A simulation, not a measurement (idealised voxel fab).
Process module in this document: voxel wiring stack
The figure presents cross-section cut, which has a width of 225 nm and is divided into square cells with an edge length of 5 nm.
Cross-section format: a grid of square cells, given as bands from top to bottom; each band is one or more rows of cells. In this notation a band is specified by the heights of its top and bottom, in that order and in nm, after which its materials appear from left to right, each paired with its width in nm. The word "all across" attached to a single material means that material fills the band from edge to edge; the word "empty" stands for empty space. Heights from 0 (as-received wafer is one material below). Bottom band endless downward, as "0 down". The expression "30 to 40" gives the width at the extremes of the band, the first number at its top row of cells and the second at its bottom row, with the width changing by equal amounts from each row to the next in between. Step note "remains unaltered" = no cross-section cell changed. "Closed cavity list" contains a list of empty spaces, each no smaller than 8 cells and without an open way to the top, written in the form width x height at distance with the distance from the left edge and all three in nm. Whatever follows a step's settings on its line is a remark the simulator itself makes about that step. "overlay nm" denotes, for a step that has a mask, the displacement of the mask to the right of its planned place, with negative values corresponding to the left.
Steps in the process plan
1: RECEIVE,material Si
2: CONFORMAL_DEP,material SiO2,thk nm 10
3: CONFORMAL_DEP,material SiN,thk nm 5
4: DIRECTIONAL_DEP,material SiO2,thk nm 20
5: DIRECTIONAL_DEP,material aC,thk nm 10
6: PATTERN,tone open,mask id METAL_1,material resist,width nm 30,pitch nm 55,thk nm 25,overlay nm 0
7: DIRECTIONAL_ETCH,etch materials aC,depth nm 10
8: STRIP,etch materials resist
9: DIRECTIONAL_ETCH,etch materials SiO2,depth nm 20
10: DIRECTIONAL_ETCH,etch materials SiN,depth nm 5
11: STRIP,etch materials aC
12: CONFORMAL_DEP,material TiN,thk nm 5
13: FILL_DEP,material Cu,thk nm 5
14: CMP,height nm 35
15: CONFORMAL_DEP,material SiCN,thk nm 5
16: DIRECTIONAL_DEP,material lowk,thk nm 10
17: DIRECTIONAL_DEP,material aC,thk nm 10
18: PATTERN,tone open,mask id PLUG_1,material resist,width nm 15,thk nm 30,overlay nm 0
19: DIRECTIONAL_ETCH,etch materials aC,depth nm 10
20: STRIP,etch materials resist
21: DIRECTIONAL_ETCH,etch materials lowk,depth nm 10
22: DIRECTIONAL_ETCH,etch materials SiCN,depth nm 5
23: STRIP,etch materials aC
24: EPI,material Ru,thk nm 10
25: EPI,material Ru,thk nm 5
26: CONFORMAL_DEP,material SiN,thk nm 5
27: DIRECTIONAL_DEP,material lowk,thk nm 15
28: DIRECTIONAL_DEP,material aC,thk nm 15
29: PATTERN,tone open,mask id METAL_2,material resist,width nm 30,pitch nm 55,thk nm 30,overlay nm 0
30: DIRECTIONAL_ETCH,etch materials aC,depth nm 15
31: STRIP,etch materials resist
32: DIRECTIONAL_ETCH,etch materials lowk,depth nm 15
33: DIRECTIONAL_ETCH,etch materials SiN,depth nm 5
34: STRIP,etch materials aC
35: CONFORMAL_DEP,material TiN,thk nm 5
36: FILL_DEP,material Ru,thk nm 10
37: CMP,height nm 70
38: CONFORMAL_DEP,material SiCN,thk nm 5
39: DIRECTIONAL_DEP,material SiO2,thk nm 30
40: PATTERN,tone open,mask id METAL_3_HOLES,material resist,width nm 15,thk nm 20,overlay nm 0
41: DIRECTIONAL_ETCH,etch materials SiO2,depth nm 30
42: STRIP,etch materials resist
43: MASKED_ETCH,tone open,mask id METAL_3,width nm 30,pitch nm 55,etch materials SiO2,depth nm 15,overlay nm 0
44: MASKED_ETCH,tone open,mask id METAL_3,width nm 30,pitch nm 55,etch materials SiCN,depth nm 5,overlay nm 0
45: CONFORMAL_DEP,material TiN,thk nm 5
46: FILL_DEP,material Ru,thk nm 10
47: CMP,height nm 105
48: CONFORMAL_DEP,material SiCN,thk nm 5
Wafer cross-section on receipt, i.e. after step 1
  0 down: Si all across
  Closed cavity list: none
End state of the module in cross-section, given the above starting point and plan and one mistake in execution
  100 to 95: SiCN all across
  95 to 90: SiO2 (70), then TiN (5), then Ru (5), then TiN (20), then SiO2 (25), then TiN (30), then SiO2 (70)
  90 to 75: SiO2 (70), then TiN (5), then Ru (5), then TiN (5), then SiO2 (140)
  75 to 70: SiCN (70), then TiN (15), then SiCN (140)
  70 to 55: lowk (70), then TiN (5), then Ru (20), then TiN (5), then lowk (25), then TiN (5), then Ru (20), then TiN (5), then lowk (70)
  55 to 50: SiN (70), then TiN (30), then SiN (25), then TiN (30), then SiN (70)
  50 to 40: lowk (70), then Ru (15), then lowk (140)
  40 to 35: SiCN (70), then Ru (15), then SiCN (140)
  35 to 15: SiO2 (70), then TiN (5), then Cu (20), then TiN (5), then SiO2 (25), then TiN (5), then Cu (20), then TiN (5), then SiO2 (70)
  15 to 10: SiN (70), then TiN (30), then SiN (25), then TiN (30), then SiN (70)
  10 to 0: SiO2 all across
  0 down: Si all across
  Closed cavity list: none
Deviation noted in wafer processing: step 47 deviated from plan and actually ran as CMP,height nm 95
